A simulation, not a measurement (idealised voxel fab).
process module | voxel local oxidation
Cross-section cut spans 230 nm and uses square cells 5 nm in size.
When this document writes out a cross-section, it uses a grid of square cells and lists it as bands, beginning at the top and moving down, with a band standing for one or more rows of cells. Top, bottom (nm), then materials left to right with widths (nm); lone material tagged "full width" fills the whole band edge to edge; "air" = empty space. We count height from 0. Below that, the starting wafer is all one material. The lowest band never ends at the bottom but goes on down; see "0 nm and below" for how that is written. Note: "30..40" means the width goes from the first number (top row of the band) to the second number (bottom row) in equal steps per row of cells. When a step is marked "changes: none", none of the cells in the cross-section changed during that step. Look at "Sealed-off cavities" for the closed voids: empty spaces with no open path to the top, sized 8 cells or up. Each is width x height at distance, distance from the left edge, all nm. The remark found on a step's line after its settings is issued by the simulator itself and pertains to that step. You can add "overlay nm" to a step's line. For a step with a mask, it describes how far the mask lay to the right of its planned position, and a negative number describes a lay to the left.

SET OUT BELOW ARE THE PLANNED STEPS OF THE PROCESS
1) RECEIVE | material Si
2) CONFORMAL_DEP | material SiO2 | thk nm 5
3) CONFORMAL_DEP | material SiN | thk nm 10
4) PATTERN | tone cover | mask id ACTIVE | material resist | width nm 110 | thk nm 20 | overlay nm 0
5) DIRECTIONAL_ETCH | etch materials SiN | depth nm 10
6) STRIP | etch materials resist
7) SELECTIVE_ETCH | etch materials SiO2 | depth nm 5
8) OXIDIZE | depth nm 10
9) STRIP | etch materials SiN

THE CROSS-SECTION HERE SHOWS THE WAFER AS RECEIVED, I.E. IN ITS STATE AFTER STEP 1
  0 nm and below = Si full width
  Sealed-off cavities: none

SAME STARTING WAFER, SAME PLAN AS ABOVE, ONE MISTAKE IN THE EXECUTION; THIS IS THE CROSS-SECTION AT THE END OF THE MODULE
  5 nm to 0 nm = 55 of SiO2 / 120 of air / 55 of SiO2
  0 nm to -10 nm = 45 of Si / 140 of SiO2 / 45 of Si
  -10 nm and below = Si full width
  Sealed-off cavities: none
What was the processing mistake? step 4 did not happen as planned, as run it was PATTERN | tone open | mask id ACTIVE | material resist | width nm 110 | thk nm 20 | overlay nm 0
